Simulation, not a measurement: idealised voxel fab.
Process module under the name voxel wiring stack
Cross-sectional view cut (width: 270 nm; square cell size: 5 nm).
Cross-sections here: square-cell grids, written as top-down lists of bands, a band being one or more rows of cells. Read a band's entry like this: the first values are the height of its top and the height of its bottom in nm, and what follows is the sequence of materials from left to right, each with its width in nm. Note that "air" is empty space, and that a single material marked "everywhere" reaches across the band from edge to edge. Height 0 is the level under which the wafer as received is all one material. The lowest band goes on downwards, as in "0 down". Read "30 to 40" as a graded width: first number on top, second number at the bottom, same change between each pair of neighbouring rows. "remained unchanged" means the step left every cell of the cross-section as it was. Reported under the label "closed voids" are the empty spaces having no open way to the top and comprising 8 cells or more; the notation for each is width x height at distance, in which the distance is measured from the left edge and all three values are in nm. Formally, on a step line, whatever follows the settings is a remark that the simulator itself makes on the step. "overlay nm", when on a step's line for a step with a mask, measures how far to the right of its planned place the mask lay; a negative measure means to the left.
[Steps in the process plan]
1) RECEIVE, material Si
2) CONFORMAL_DEP, material SiO2, thk nm 10
3) DIRECTIONAL_DEP, material TiN, thk nm 5
4) DIRECTIONAL_DEP, material W, thk nm 25
5) DIRECTIONAL_DEP, material aC, thk nm 15
6) PATTERN, tone cover, mask id METAL_1, material resist, width nm 25, pitch nm 45, thk nm 30, overlay nm 0
7) DIRECTIONAL_ETCH, etch materials aC, depth nm 15
8) STRIP, etch materials resist
9) DIRECTIONAL_ETCH, etch materials W, depth nm 25
10) DIRECTIONAL_ETCH, etch materials TiN, depth nm 5
11) STRIP, etch materials aC
12) FILL_DEP, material lowk, thk nm 10
13) CMP, height nm 40
14) CONFORMAL_DEP, material SiCN, thk nm 5
15) DIRECTIONAL_DEP, material SiO2, thk nm 10
16) DIRECTIONAL_DEP, material aC, thk nm 10
17) PATTERN, tone open, mask id PLUG_1, material resist, width nm 15, thk nm 25, overlay nm 0
18) DIRECTIONAL_ETCH, etch materials aC, depth nm 10
19) STRIP, etch materials resist
20) DIRECTIONAL_ETCH, etch materials SiO2, depth nm 10
21) DIRECTIONAL_ETCH, etch materials SiCN, depth nm 5
22) STRIP, etch materials aC
23) EPI, material Ru, thk nm 10
24) EPI, material Ru, thk nm 5
25) CONFORMAL_DEP, material SiN, thk nm 5
26) DIRECTIONAL_DEP, material lowk, thk nm 25
27) DIRECTIONAL_DEP, material aC, thk nm 15
28) PATTERN, tone open, mask id METAL_2, material resist, width nm 25, pitch nm 45, thk nm 30, overlay nm 0
29) DIRECTIONAL_ETCH, etch materials aC, depth nm 15
30) STRIP, etch materials resist
31) DIRECTIONAL_ETCH, etch materials lowk, depth nm 25
32) DIRECTIONAL_ETCH, etch materials SiN, depth nm 5
33) STRIP, etch materials aC
34) CONFORMAL_DEP, material TiN, thk nm 5
35) FILL_DEP, material Ru, thk nm 5
36) CMP, height nm 85
37) CONFORMAL_DEP, material SiN, thk nm 5
[first wafer, as planned]
[Wafer as received: cross-section following step 1]
> 0 down = Si everywhere
> closed voids: none
[Presented here is a cross-section of the wafer after step 2 has been performed]
> 10 to 0 = SiO2 everywhere
> below 0: unchanged
[Presented here is a cross-section of the wafer after step 3 has been performed]
> 15 to 10 = TiN everywhere
> below 10: unchanged
[Presented here is a cross-section of the wafer after step 4 has been performed]
> 40 to 15 = W everywhere
> below 15: unchanged
[Presented here is a cross-section of the wafer after step 5 has been performed]
> 55 to 40 = aC everywhere
> below 40: unchanged
[Presented here is a cross-section of the wafer after step 6 has been performed]
> 85 to 55 = air 100 nm; resist 25 nm; air 20 nm; resist 25 nm; air 100 nm
> below 55: unchanged
[Presented here is a cross-section of the wafer after step 7 has been performed]
> 70 to 55 = air 100 nm; resist 25 nm; air 20 nm; resist 25 nm; air 100 nm
> 55 to 40 = air 100 nm; aC 25 nm; air 20 nm; aC 25 nm; air 100 nm
> below 40: unchanged
[Presented here is a cross-section of the wafer after step 8 has been performed]
> 55 to 40 = air 100 nm; aC 25 nm; air 20 nm; aC 25 nm; air 100 nm
> below 40: unchanged
[Presented here is a cross-section of the wafer after step 9 has been performed]
> 55 to 40 = air 100 nm; aC 25 nm; air 20 nm; aC 25 nm; air 100 nm
> 40 to 15 = air 100 nm; W 25 nm; air 20 nm; W 25 nm; air 100 nm
> below 15: unchanged
[Presented here is a cross-section of the wafer after step 10 has been performed]
> 55 to 40 = air 100 nm; aC 25 nm; air 20 nm; aC 25 nm; air 100 nm
> 40 to 15 = air 100 nm; W 25 nm; air 20 nm; W 25 nm; air 100 nm
> 15 to 10 = air 100 nm; TiN 25 nm; air 20 nm; TiN 25 nm; air 100 nm
> below 10: unchanged
[Presented here is a cross-section of the wafer after step 11 has been performed]
> 40 to 15 = air 100 nm; W 25 nm; air 20 nm; W 25 nm; air 100 nm
> below 15: unchanged
[Presented here is a cross-section of the wafer after step 12 has been performed]
> 50 to 40 = lowk everywhere
> 40 to 15 = lowk 100 nm; W 25 nm; lowk 20 nm; W 25 nm; lowk 100 nm
> 15 to 10 = lowk 100 nm; TiN 25 nm; lowk 20 nm; TiN 25 nm; lowk 100 nm
> below 10: unchanged
[Presented here is a cross-section of the wafer after step 13 has been performed]
> 40 to 15 = lowk 100 nm; W 25 nm; lowk 20 nm; W 25 nm; lowk 100 nm
> below 15: unchanged
[Presented here is a cross-section of the wafer after step 14 has been performed]
> 45 to 40 = SiCN everywhere
> below 40: unchanged
[Presented here is a cross-section of the wafer after step 15 has been performed]
> 55 to 45 = SiO2 everywhere
> below 45: unchanged
[Presented here is a cross-section of the wafer after step 16 has been performed]
> 65 to 55 = aC everywhere
> below 55: unchanged
[Presented here is a cross-section of the wafer after step 17 has been performed]
> 90 to 65 = resist 100 nm; air 15 nm; resist 155 nm
> below 65: unchanged
[Presented here is a cross-section of the wafer after step 18 has been performed]
> 80 to 65 = resist 100 nm; air 15 nm; resist 155 nm
> 65 to 55 = aC 100 nm; air 15 nm; aC 155 nm
> below 55: unchanged
[Presented here is a cross-section of the wafer after step 19 has been performed]
> 65 to 55 = aC 100 nm; air 15 nm; aC 155 nm
> below 55: unchanged
[Presented here is a cross-section of the wafer after step 20 has been performed]
> 65 to 55 = aC 100 nm; air 15 nm; aC 155 nm
> 55 to 45 = SiO2 100 nm; air 15 nm; SiO2 155 nm
> below 45: unchanged
[Presented here is a cross-section of the wafer after step 21 has been performed]
> 65 to 55 = aC 100 nm; air 15 nm; aC 155 nm
> 55 to 45 = SiO2 100 nm; air 15 nm; SiO2 155 nm
> 45 to 40 = SiCN 100 nm; air 15 nm; SiCN 155 nm
> below 40: unchanged
[Presented here is a cross-section of the wafer after step 22 has been performed]
> 55 to 45 = SiO2 100 nm; air 15 nm; SiO2 155 nm
> below 45: unchanged
[Presented here is a cross-section of the wafer after step 23 has been performed]
> 55 to 50 = SiO2 100 nm; air 15 nm; SiO2 155 nm
> 50 to 45 = SiO2 100 nm; Ru 15 nm; SiO2 155 nm
> 45 to 40 = SiCN 100 nm; Ru 15 nm; SiCN 155 nm
> below 40: unchanged
[Presented here is a cross-section of the wafer after step 24 has been performed]
> 55 to 45 = SiO2 100 nm; Ru 15 nm; SiO2 155 nm
> below 45: unchanged
[Presented here is a cross-section of the wafer after step 25 has been performed]
> 60 to 55 = SiN everywhere
> below 55: unchanged
[Presented here is a cross-section of the wafer after step 26 has been performed]
> 85 to 60 = lowk everywhere
> below 60: unchanged
[Presented here is a cross-section of the wafer after step 27 has been performed]
> 100 to 85 = aC everywhere
> below 85: unchanged
[Presented here is a cross-section of the wafer after step 28 has been performed]
> 130 to 100 = resist 100 nm; air 25 nm; resist 20 nm; air 25 nm; resist 100 nm
> below 100: unchanged
[Presented here is a cross-section of the wafer after step 29 has been performed]
> 115 to 100 = resist 100 nm; air 25 nm; resist 20 nm; air 25 nm; resist 100 nm
> 100 to 85 = aC 100 nm; air 25 nm; aC 20 nm; air 25 nm; aC 100 nm
> below 85: unchanged
[Presented here is a cross-section of the wafer after step 30 has been performed]
> 100 to 85 = aC 100 nm; air 25 nm; aC 20 nm; air 25 nm; aC 100 nm
> below 85: unchanged
[Presented here is a cross-section of the wafer after step 31 has been performed]
> 100 to 85 = aC 100 nm; air 25 nm; aC 20 nm; air 25 nm; aC 100 nm
> 85 to 60 = lowk 100 nm; air 25 nm; lowk 20 nm; air 25 nm; lowk 100 nm
> below 60: unchanged
[Presented here is a cross-section of the wafer after step 32 has been performed]
> 100 to 85 = aC 100 nm; air 25 nm; aC 20 nm; air 25 nm; aC 100 nm
> 85 to 60 = lowk 100 nm; air 25 nm; lowk 20 nm; air 25 nm; lowk 100 nm
> 60 to 55 = SiN 100 nm; air 25 nm; SiN 20 nm; air 25 nm; SiN 100 nm
> below 55: unchanged
[Presented here is a cross-section of the wafer after step 33 has been performed]
> 85 to 60 = lowk 100 nm; air 25 nm; lowk 20 nm; air 25 nm; lowk 100 nm
> below 60: unchanged
[Presented here is a cross-section of the wafer after step 34 has been performed]
> 90 to 85 = TiN 105 nm; air 15 nm; TiN 30 nm; air 15 nm; TiN 105 nm
> 85 to 60 = lowk 100 nm; TiN 5 nm; air 15 nm; TiN 5 nm; lowk 20 nm; TiN 5 nm; air 15 nm; TiN 5 nm; lowk 100 nm
> 60 to 55 = SiN 100 nm; TiN 25 nm; SiN 20 nm; TiN 25 nm; SiN 100 nm
> below 55: unchanged
[Presented here is a cross-section of the wafer after step 35 has been performed]
> 95 to 90 = Ru everywhere
> 90 to 85 = TiN 105 nm; Ru 15 nm; TiN 30 nm; Ru 15 nm; TiN 105 nm
> 85 to 60 = lowk 100 nm; TiN 5 nm; Ru 15 nm; TiN 5 nm; lowk 20 nm; TiN 5 nm; Ru 15 nm; TiN 5 nm; lowk 100 nm
> below 60: unchanged
[Presented here is a cross-section of the wafer after step 36 has been performed]
> 85 to 60 = lowk 100 nm; TiN 5 nm; Ru 15 nm; TiN 5 nm; lowk 20 nm; TiN 5 nm; Ru 15 nm; TiN 5 nm; lowk 100 nm
> below 60: unchanged
[Presented here is a cross-section of the wafer after step 37 has been performed]
> 90 to 85 = SiN everywhere
> below 85: unchanged
[What follows concerns the second wafer, which started out like the first and was meant to follow the very same plan; one mistake crept in when it was run, but everything up to and including step 27 is the same as for the first wafer]
[Second wafer shown in cross-section at the time step 28 was slated to end]
> 130 to 100 = resist 95 nm; air 25 nm; resist 20 nm; air 25 nm; resist 105 nm
> below 100: unchanged
[Second wafer shown in cross-section at the time step 29 was slated to end]
> 115 to 100 = resist 95 nm; air 25 nm; resist 20 nm; air 25 nm; resist 105 nm
> 100 to 85 = aC 95 nm; air 25 nm; aC 20 nm; air 25 nm; aC 105 nm
> below 85: unchanged
[Second wafer shown in cross-section at the time step 30 was slated to end]
> 100 to 85 = aC 95 nm; air 25 nm; aC 20 nm; air 25 nm; aC 105 nm
> below 85: unchanged
[Second wafer shown in cross-section at the time step 31 was slated to end]
> 100 to 85 = aC 95 nm; air 25 nm; aC 20 nm; air 25 nm; aC 105 nm
> 85 to 60 = lowk 95 nm; air 25 nm; lowk 20 nm; air 25 nm; lowk 105 nm
> below 60: unchanged
[Second wafer shown in cross-section at the time step 32 was slated to end]
> 100 to 85 = aC 95 nm; air 25 nm; aC 20 nm; air 25 nm; aC 105 nm
> 85 to 60 = lowk 95 nm; air 25 nm; lowk 20 nm; air 25 nm; lowk 105 nm
> 60 to 55 = SiN 95 nm; air 25 nm; SiN 20 nm; air 25 nm; SiN 105 nm
> below 55: unchanged
[Second wafer shown in cross-section at the time step 33 was slated to end]
> 85 to 60 = lowk 95 nm; air 25 nm; lowk 20 nm; air 25 nm; lowk 105 nm
> below 60: unchanged
[Second wafer shown in cross-section at the time step 34 was slated to end]
> 90 to 85 = TiN 100 nm; air 15 nm; TiN 30 nm; air 15 nm; TiN 110 nm
> 85 to 60 = lowk 95 nm; TiN 5 nm; air 15 nm; TiN 5 nm; lowk 20 nm; TiN 5 nm; air 15 nm; TiN 5 nm; lowk 105 nm
> 60 to 55 = SiN 95 nm; TiN 25 nm; SiN 20 nm; TiN 25 nm; SiN 105 nm
> below 55: unchanged
[Second wafer shown in cross-section at the time step 35 was slated to end]
> 95 to 90 = Ru everywhere
> 90 to 85 = TiN 100 nm; Ru 15 nm; TiN 30 nm; Ru 15 nm; TiN 110 nm
> 85 to 60 = lowk 95 nm; TiN 5 nm; Ru 15 nm; TiN 5 nm; lowk 20 nm; TiN 5 nm; Ru 15 nm; TiN 5 nm; lowk 105 nm
> below 60: unchanged
[Second wafer shown in cross-section at the time step 36 was slated to end]
> 85 to 60 = lowk 95 nm; TiN 5 nm; Ru 15 nm; TiN 5 nm; lowk 20 nm; TiN 5 nm; Ru 15 nm; TiN 5 nm; lowk 105 nm
> below 60: unchanged
[Second wafer shown in cross-section at the time step 37 was slated to end]
> 90 to 85 = SiN everywhere
> below 85: unchanged
In executing the process, a mistake was made relative to the plan: step 28 was run on a setting that differed from the plan, and what really ran there is PATTERN, tone open, mask id METAL_2, material resist, width nm 25, pitch nm 45, thk nm 30, overlay nm -5
In the final comparison it is observed that the number of cells assigned to each material is identical for the two wafers, whereas their placement is not.
